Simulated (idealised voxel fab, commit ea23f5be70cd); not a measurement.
The following process module bears the name voxel gate over fins.
Square cell edge 5 nm, section width 230 nm, ID cut.
Each cross-section below is a grid of square cells, stated as bands in top-down order, with one or more rows of cells making up each band. This entry defines a band. It first specifies the height of the band's top and the height of its bottom in nm, and then specifies the band's materials from left to right, stating each material with its width in nm. The word "edge to edge" identifies a single material that fills the band from edge to edge, while the word "empty" identifies empty space. Heights are reckoned from 0. Under this level, the received wafer is all of one material. The bottommost band is open-ended downward, for example "0 nm and below". The two numbers in a width such as "30->40" mark its ends across the band: the first belongs to the top row of cells, the second to the bottom row, and from each row to the next the width moves by the same amount. "remained unchanged", as given for a step, is the statement that not any cell of the cross-section underwent a change during that step. You'll see "Closed internal cavities" listing empty spaces that have no way open to the top, as long as they're 8 cells or more; the notation is width x height at distance, where the distance is from the left edge, and all of it is in nm. Heads up: the bit after the settings on a step's line is the simulator's remark on that step. A step's line can hold "overlay nm"; with a mask on that step, the setting says how far right of the planned place the mask lay, while a negative setting says it lay to the left.

BELOW IS THE LIST OF PLANNED PROCESS STEPS
1) RECEIVE with material Si
2) CONFORMAL_DEP with material SiN, thk nm 5
3) PATTERN with tone cover, mask id FINS, material resist, width nm 15, pitch nm 50, thk nm 20, overlay nm 0
4) DIRECTIONAL_ETCH with etch materials SiN, depth nm 5
5) DIRECTIONAL_ETCH with etch materials Si, depth nm 40
6) STRIP with etch materials resist
7) OXIDIZE with depth nm 5
8) FILL_DEP with material SiO2, thk nm 10
9) CMP with height nm 5
10) DIRECTIONAL_DEP with material aC, thk nm 10
11) PATTERN with tone open, mask id RAIL, material resist, width nm 15, thk nm 25, overlay nm 0
12) DIRECTIONAL_ETCH with etch materials aC, depth nm 10
13) STRIP with etch materials resist
14) DIRECTIONAL_ETCH with etch materials SiO2, depth nm 40
15) STRIP with etch materials aC
16) CONFORMAL_DEP with material TiN, thk nm 5
17) FILL_DEP with material W, thk nm 10
18) CMP with height nm 5
19) SELECTIVE_ETCH with etch materials W Ru TiN, depth nm 25
20) FILL_DEP with material SiO2, thk nm 5
21) CMP with height nm 5
22) SELECTIVE_ETCH with etch materials SiO2, depth nm 20
23) STRIP with etch materials SiN
24) CONFORMAL_DEP with material HfO2, thk nm 5
25) CONFORMAL_DEP with material TiN, thk nm 5
26) CONFORMAL_DEP with material TiAl, thk nm 5
27) CONFORMAL_DEP with material TiN, thk nm 5
28) FILL_DEP with material W, thk nm 15
29) CMP with height nm 30
30) CONFORMAL_DEP with material SiN, thk nm 5

SO THIS IS THE INCOMING WAFER IN CROSS-SECTION - IT'S ALREADY BEEN THROUGH STEP 1
- 0 nm and below  Si edge to edge
- Closed internal cavities: none

END-OF-MODULE CROSS-SECTION OF THE FIRST OF TWO WAFERS, PROCESSED AS PLANNED
- 35 nm to 30 nm  SiN edge to edge
- 30 nm to 20 nm  W edge to edge
- 20 nm to 15 nm  65 nm W / 45 nm TiN / 5 nm W / 45 nm TiN / 70 nm W
- 15 nm to 10 nm  65 nm W / 5 nm TiN / 35 nm TiAl / 5 nm TiN / 5 nm W / 5 nm TiN / 35 nm TiAl / 5 nm TiN / 70 nm W
- 10 nm to 5 nm  65 nm W / 5 nm TiN / 5 nm TiAl / 25 nm TiN / 5 nm TiAl / 5 nm TiN / 5 nm W / 5 nm TiN / 5 nm TiAl / 25 nm TiN / 5 nm TiAl / 5 nm TiN / 70 nm W
- 5 nm to 0 nm  70 nm TiN / 5 nm TiAl / 5 nm TiN / 15 nm HfO2 / 5 nm TiN / 5 nm TiAl / 15 nm TiN / 5 nm TiAl / 5 nm TiN / 15 nm HfO2 / 5 nm TiN / 5 nm TiAl / 75 nm TiN
- 0 nm to -5 nm  75 nm TiAl / 5 nm TiN / 5 nm HfO2 / 5 nm Si / 5 nm HfO2 / 5 nm TiN / 25 nm TiAl / 5 nm TiN / 5 nm HfO2 / 5 nm Si / 5 nm HfO2 / 5 nm TiN / 80 nm TiAl
- -5 nm to -10 nm  80 nm TiN / 5 nm HfO2 / 5 nm Si / 5 nm HfO2 / 35 nm TiN / 5 nm HfO2 / 5 nm Si / 5 nm HfO2 / 85 nm TiN
- -10 nm to -15 nm  85 nm HfO2 / 5 nm Si / 45 nm HfO2 / 5 nm Si / 90 nm HfO2
- -15 nm to -20 nm  85 nm SiO2 / 5 nm Si / 45 nm SiO2 / 5 nm Si / 90 nm SiO2
- -20 nm to -30 nm  85 nm SiO2 / 5 nm Si / 15 nm SiO2 / 5 nm TiN / 5 nm W / 5 nm TiN / 15 nm SiO2 / 5 nm Si / 90 nm SiO2
- -30 nm to -35 nm  85 nm SiO2 / 5 nm Si / 15 nm SiO2 / 15 nm TiN / 15 nm SiO2 / 5 nm Si / 90 nm SiO2
- -35 nm to -45 nm  85 nm SiO2 / 5 nm Si / 45 nm SiO2 / 5 nm Si / 90 nm SiO2
- -45 nm and below  Si edge to edge
- Closed internal cavities: none

CROSS-SECTION AT END OF MODULE FOR THE SECOND WAFER OF TWO, WHICH MATCHED THE FIRST IN STARTING POINT AND PLAN AND DIFFERED BY ONE MISTAKE IN ITS PROCESSING
- 35 nm to 30 nm  SiN edge to edge
- 30 nm to 20 nm  W edge to edge
- 20 nm to 15 nm  65 nm W / 45 nm TiN / 5 nm W / 45 nm TiN / 70 nm W
- 15 nm to 10 nm  65 nm W / 5 nm TiN / 35 nm TiAl / 5 nm TiN / 5 nm W / 5 nm TiN / 35 nm TiAl / 5 nm TiN / 70 nm W
- 10 nm to 5 nm  65 nm W / 5 nm TiN / 5 nm TiAl / 25 nm TiN / 5 nm TiAl / 5 nm TiN / 5 nm W / 5 nm TiN / 5 nm TiAl / 25 nm TiN / 5 nm TiAl / 5 nm TiN / 70 nm W
- 5 nm to 0 nm  65 nm W / 5 nm TiN / 5 nm TiAl / 5 nm TiN / 15 nm HfO2 / 5 nm TiN / 5 nm TiAl / 5 nm TiN / 5 nm W / 5 nm TiN / 5 nm TiAl / 5 nm TiN / 15 nm HfO2 / 5 nm TiN / 5 nm TiAl / 5 nm TiN / 70 nm W
- 0 nm to -5 nm  65 nm W / 5 nm TiN / 5 nm TiAl / 5 nm TiN / 5 nm HfO2 / 5 nm Si / 5 nm HfO2 / 5 nm TiN / 5 nm TiAl / 15 nm TiN / 5 nm TiAl / 5 nm TiN / 5 nm HfO2 / 5 nm Si / 5 nm HfO2 / 5 nm TiN / 5 nm TiAl / 5 nm TiN / 70 nm W
- -5 nm to -10 nm  65 nm W / 5 nm TiN / 5 nm TiAl / 5 nm TiN / 5 nm HfO2 / 5 nm Si / 5 nm HfO2 / 5 nm TiN / 25 nm TiAl / 5 nm TiN / 5 nm HfO2 / 5 nm Si / 5 nm HfO2 / 5 nm TiN / 5 nm TiAl / 5 nm TiN / 70 nm W
- -10 nm to -15 nm  65 nm W / 5 nm TiN / 5 nm TiAl / 5 nm TiN / 5 nm HfO2 / 5 nm Si / 5 nm HfO2 / 35 nm TiN / 5 nm HfO2 / 5 nm Si / 5 nm HfO2 / 5 nm TiN / 5 nm TiAl / 5 nm TiN / 70 nm W
- -15 nm to -20 nm  70 nm TiN / 5 nm TiAl / 5 nm TiN / 5 nm HfO2 / 5 nm Si / 5 nm HfO2 / 5 nm TiN / 25 nm HfO2 / 5 nm TiN / 5 nm HfO2 / 5 nm Si / 5 nm HfO2 / 5 nm TiN / 5 nm TiAl / 75 nm TiN
- -20 nm to -25 nm  75 nm TiAl / 5 nm TiN / 5 nm HfO2 / 5 nm Si / 5 nm HfO2 / 5 nm TiN / 5 nm HfO2 / 5 nm TiN / 5 nm W / 5 nm TiN / 5 nm HfO2 / 5 nm TiN / 5 nm HfO2 / 5 nm Si / 5 nm HfO2 / 5 nm TiN / 80 nm TiAl
- -25 nm to -30 nm  80 nm TiN / 5 nm HfO2 / 5 nm Si / 5 nm HfO2 / 5 nm TiN / 5 nm HfO2 / 5 nm TiN / 5 nm W / 5 nm TiN / 5 nm HfO2 / 5 nm TiN / 5 nm HfO2 / 5 nm Si / 5 nm HfO2 / 85 nm TiN
- -30 nm to -35 nm  85 nm HfO2 / 5 nm Si / 15 nm HfO2 / 15 nm TiN / 15 nm HfO2 / 5 nm Si / 90 nm HfO2
- -35 nm to -45 nm  85 nm SiO2 / 5 nm Si / 45 nm SiO2 / 5 nm Si / 90 nm SiO2
- -45 nm and below  Si edge to edge
- Closed internal cavities: none
Against the plan, the run slipped here: step 22 of the plan saw execution twice
Heads up, by the end the second wafer has more or fewer cells of some materials compared to the first: 22 more of HfO2, 167 fewer of SiO2, 10 more of TiAl, 26 more of TiN, 109 more of W
